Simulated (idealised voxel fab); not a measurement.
The process module presented herein is designated voxel plated lines.
Cross-section cut spans 300 nm and uses square cells 5 nm in size.
Cross-section format: a grid of square cells, given as bands from top to bottom; each band is one or more rows of cells. Band: top and bottom heights (nm) first, top before bottom; then materials from left to right, widths in nm. "everywhere" marks a sole material filling the band edge to edge. "air" denotes empty space. Heights are expressed relative to 0, this being the level below which the as-received wafer comprises one material exclusively. The lowest band is unbounded in the downward direction and is denoted as in "0 nm and below". A two-number width, for instance "30..40", indicates that the width is equal to the first number in the top row of the band and to the second number in the bottom row, and that it changes by a constant amount per row of cells. A step reported as "no change" is a step in which no cell of the cross-section changed. Enclosed voids (no open way to top), threshold 8 cells or more, entry "Trapped cavities", notation width x height at distance, distance from left edge, nm. On a step's line, text after the settings is the simulator commenting on that step. What "overlay nm" on a step's line means: if the step has a mask, that mask lay this far to the right of its planned place, or, when the value is negative, to the left.

STEPS IN THE PROCESS PLAN
| 1 | RECEIVE [material Si] |
| 2 | CONFORMAL_DEP [material Al2O3] [thk nm 15] |
| 3 | DIRECTIONAL_DEP [material TiN] [thk nm 5] |
| 4 | PATTERN [tone open] [mask id LINES] [material resist] [width nm 25] [pitch nm 55] [thk nm 35] [overlay nm 0] |
| 5 | EPI [material Ru] [thk nm 5] |
| 6 | EPI [material Ru] [thk nm 5] |
| 7 | EPI [material Ru] [thk nm 5] |
| 8 | STRIP [etch materials resist] |
| 9 | DIRECTIONAL_ETCH [etch materials TiN] [depth nm 5] |
| 10 | CONFORMAL_DEP [material SiN] [thk nm 10] |

CROSS-SECTION OF THE WAFER AS IT CAME TO US, I.E., ALREADY THROUGH STEP 1
    0 nm and below | Si everywhere
    Trapped cavities: none

FINAL WAFER PROFILE IN CROSS-SECTION AFTER THE MODULE, FROM THE SAME START AND PLAN AS ABOVE, WITH ONE MISTAKE MADE DURING PROCESSING
    45 nm to 35 nm | 105 nm air, 35 nm SiN, 20 nm air, 35 nm SiN, 105 nm air
    35 nm to 25 nm | 105 nm air, 10 nm SiN, 15 nm Ru, 10 nm SiN, 20 nm air, 10 nm SiN, 15 nm Ru, 10 nm SiN, 105 nm air
    25 nm to 20 nm | 115 nm SiN, 15 nm Ru, 40 nm SiN, 15 nm Ru, 115 nm SiN
    20 nm to 15 nm | 115 nm SiN, 15 nm TiN, 40 nm SiN, 15 nm TiN, 115 nm SiN
    15 nm to 0 nm | Al2O3 everywhere
    0 nm and below | Si everywhere
    Trapped cavities: none
What was done differently from what was planned? step 4 was run on a setting that differed from the plan, and what really ran there is PATTERN [tone open] [mask id LINES] [material resist] [width nm 15] [pitch nm 55] [thk nm 35] [overlay nm 0]
